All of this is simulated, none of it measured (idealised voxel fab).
Proc. module: voxel ribs on slabs
Xsec cut, 285 nm wide, square cell size 5 nm.
In this document a cross-section is written as a grid of square cells. It is given as a series of bands, listed from the top down, and a band is one or more rows of cells. Per band: top height and bottom height in nm, followed by the left-to-right materials and their widths in nm; "everywhere" marks a single material spanning edge to edge, "blank" marks empty space. Heights are measured from 0, the level below which the as-received wafer is all one material; the lowest band has no bottom and continues downward, written as in "z 0 and below". A width such as "30 to 40" changes by the same amount from each row of cells to the next, from the band's top row to its bottom row. "no alteration" after a step means that no cell of the cross-section changed. Closed empty spaces (no open way to the top) of 8 cells or more are what "Sealed internal voids" lists, each as width x height at distance from the left edge, nm for all three. Anything after a step's settings on that line? It's the simulator's own note about the step. "overlay nm", when on a step's line for a step with a mask, measures how far to the right of its planned place the mask lay; a negative measure means to the left.
-- Below is the list of planned process steps
1,RECEIVE (material Si)
2,DIRECTIONAL_DEP (material SiO2; thk nm 25)
3,DIRECTIONAL_DEP (material polySi; thk nm 25)
4,PATTERN (tone cover; mask id RIB; material resist; width nm 30; thk nm 20; overlay nm 0)
5,DIRECTIONAL_ETCH (etch materials polySi; depth nm 5)
6,STRIP (etch materials resist)
7,PATTERN (tone cover; mask id SLAB; material resist; width nm 80; thk nm 15; overlay nm 0)
8,DIRECTIONAL_ETCH (etch materials polySi; depth nm 20)
9,STRIP (etch materials resist)
10,FILL_DEP (material SiO2; thk nm 20)
11,CMP (height nm 65)
12,DIRECTIONAL_DEP (material W; thk nm 10)
13,MASKED_ETCH (tone cover; mask id HEATER; width nm 40; etch materials W; depth nm 10; overlay nm 0)
14,CONFORMAL_DEP (material SiO2; thk nm 10)
varied across the wafers: width nm of step 7. The plan shows the first wafer's value. All wafers start alike
-- Cross-section, first of several wafers, as delivered after step 1
    z 0 and below = Si everywhere
    Sealed internal voids: none
-- Rows = wafers. At module end, each row lists per material the cells gained (+) or lost (-) since the wafer was received, then the closed voids
width nm 80, +793 SiO2, +16 W, +70 polySi, Sealed internal voids: none
width nm 85, +789 SiO2, +16 W, +74 polySi, Sealed internal voids: none
width nm 90, +785 SiO2, +16 W, +78 polySi, Sealed internal voids: none
width nm 95, +781 SiO2, +16 W, +82 polySi, Sealed internal voids: none
width nm 100, +777 SiO2, +16 W, +86 polySi, Sealed internal voids: none
width nm 105, +773 SiO2, +16 W, +90 polySi, Sealed internal voids: none
